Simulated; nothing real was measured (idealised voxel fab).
Name of the process module below: voxel self aligned vias
Displayed cross-section: cut, width of 205 nm, square cells sized 5 nm.
Notation: cross-section as square-cell grid; stated in bands, top first, going down; one or more cell rows per band.
Top, bottom (nm), then materials left to right with widths (nm); lone material tagged "all across" fills the whole band edge to edge; "blank" = empty space.
The reference from which all heights are counted is 0, the level beneath which the as-received wafer is entirely one material; the lowest band, having no lower bound, proceeds downward and is written after the example "z 0 and below".
The two numbers in a width such as "30..40" mark its ends across the band: the first belongs to the top row of cells, the second to the bottom row, and from each row to the next the width moves by the same amount.
"left unchanged" -> step changed no cross-section cell.
In the "Entrapped voids" entry, you get each enclosed empty space of 8 cells or more, one with no open way to the top, written width x height at distance, distance from the left edge, in nm.
Heads up: the bit after the settings on a step's line is the simulator's remark on that step.
You can add "overlay nm" to a step's line. For a step with a mask, it describes how far the mask lay to the right of its planned position, and a negative number describes a lay to the left.

### These are the steps we planned for the process
1. RECEIVE | material Si
2. CONFORMAL_DEP | material SiO2 | thk nm 10
3. CONFORMAL_DEP | material SiCN | thk nm 5
4. DIRECTIONAL_DEP | material lowk | thk nm 20
5. DIRECTIONAL_DEP | material aC | thk nm 10
6. PATTERN | tone open | mask id LINES | material resist | width nm 30 | pitch nm 80 | thk nm 30 | overlay nm 0
7. DIRECTIONAL_ETCH | etch materials aC | depth nm 10
8. STRIP | etch materials resist
9. DIRECTIONAL_ETCH | etch materials lowk | depth nm 20
10. STRIP | etch materials aC
11. CONFORMAL_DEP | material TiN | thk nm 5
12. FILL_DEP | material Ru | thk nm 5
13. CMP | height nm 35
14. SELECTIVE_ETCH | etch materials W Ru TiN | depth nm 10
15. FILL_DEP | material SiN | thk nm 10
16. CMP | height nm 35
17. DIRECTIONAL_DEP | material lowk | thk nm 15
18. DIRECTIONAL_DEP | material aC | thk nm 10
19. PATTERN | tone open | mask id VIAS | material resist | width nm 40 | thk nm 30 | overlay nm 0
20. DIRECTIONAL_ETCH | etch materials aC | depth nm 10
21. STRIP | etch materials resist
22. DIRECTIONAL_ETCH | etch materials lowk | depth nm 15
23. DIRECTIONAL_ETCH | etch materials SiN | depth nm 10
24. STRIP | etch materials aC
25. CONFORMAL_DEP | material TiN | thk nm 5
26. FILL_DEP | material W | thk nm 10
27. CMP | height nm 50
28. CONFORMAL_DEP | material SiN | thk nm 5
Be aware that, although all wafers share a common starting state, the width nm at step 19 differs among them, and the plan displays the first wafer's value.

### Cross-sectional view of the first of several wafers in the as-received condition, corresponding to the state following step 1
- z 0 and below = Si all across
- Entrapped voids: none

### Shown in cross-section: the first of several wafers at the end of the module, after its last step, step 28
- z 55 to 50 = SiN all across
- z 50 to 40 = lowk 40 nm / TiN 5 nm / W 30 nm / TiN 5 nm / lowk 125 nm
- z 40 to 35 = lowk 40 nm / TiN 10 nm / W 20 nm / TiN 10 nm / lowk 125 nm
- z 35 to 30 = lowk 45 nm / TiN 5 nm / W 20 nm / TiN 5 nm / lowk 50 nm / SiN 30 nm / lowk 50 nm
- z 30 to 25 = lowk 45 nm / TiN 30 nm / lowk 50 nm / SiN 30 nm / lowk 50 nm
- z 25 to 20 = lowk 45 nm / TiN 5 nm / Ru 20 nm / TiN 5 nm / lowk 50 nm / TiN 5 nm / Ru 20 nm / TiN 5 nm / lowk 50 nm
- z 20 to 15 = lowk 45 nm / TiN 30 nm / lowk 50 nm / TiN 30 nm / lowk 50 nm
- z 15 to 10 = SiCN all across
- z 10 to 0 = SiO2 all across
- z 0 and below = Si all across
- Entrapped voids: none

### The last wafer as seen in cross-section at the end of the module
- z 55 to 50 = SiN all across
- z 50 to 40 = lowk 30 nm / TiN 5 nm / W 55 nm / TiN 5 nm / lowk 110 nm
- z 40 to 35 = lowk 30 nm / TiN 20 nm / W 20 nm / TiN 25 nm / lowk 110 nm
- z 35 to 30 = lowk 45 nm / TiN 5 nm / W 20 nm / TiN 5 nm / lowk 50 nm / SiN 30 nm / lowk 50 nm
- z 30 to 25 = lowk 45 nm / TiN 30 nm / lowk 50 nm / SiN 30 nm / lowk 50 nm
- z 25 to 20 = lowk 45 nm / TiN 5 nm / Ru 20 nm / TiN 5 nm / lowk 50 nm / TiN 5 nm / Ru 20 nm / TiN 5 nm / lowk 50 nm
- z 20 to 15 = lowk 45 nm / TiN 30 nm / lowk 50 nm / TiN 30 nm / lowk 50 nm
- z 15 to 10 = SiCN all across
- z 10 to 0 = SiO2 all across
- z 0 and below = Si all across
- Entrapped voids: none

### Below, a row for every wafer. Read it as the end-of-module picture: for each material the wafer shows its cells gained (+) or lost (-) since it was received, and then its closed voids
width nm 40 | +8 Ru | +41 SiCN | +53 SiN | +82 SiO2 | +32 TiN | +20 W | +215 lowk | Entrapped voids: none
width nm 45 | +8 Ru | +41 SiCN | +53 SiN | +82 SiO2 | +33 TiN | +22 W | +212 lowk | Entrapped voids: none
width nm 50 | +8 Ru | +41 SiCN | +53 SiN | +82 SiO2 | +34 TiN | +24 W | +209 lowk | Entrapped voids: none
width nm 55 | +8 Ru | +41 SiCN | +53 SiN | +82 SiO2 | +35 TiN | +26 W | +206 lowk | Entrapped voids: none
width nm 60 | +8 Ru | +41 SiCN | +53 SiN | +82 SiO2 | +36 TiN | +28 W | +203 lowk | Entrapped voids: none
width nm 65 | +8 Ru | +41 SiCN | +53 SiN | +82 SiO2 | +37 TiN | +30 W | +200 lowk | Entrapped voids: none
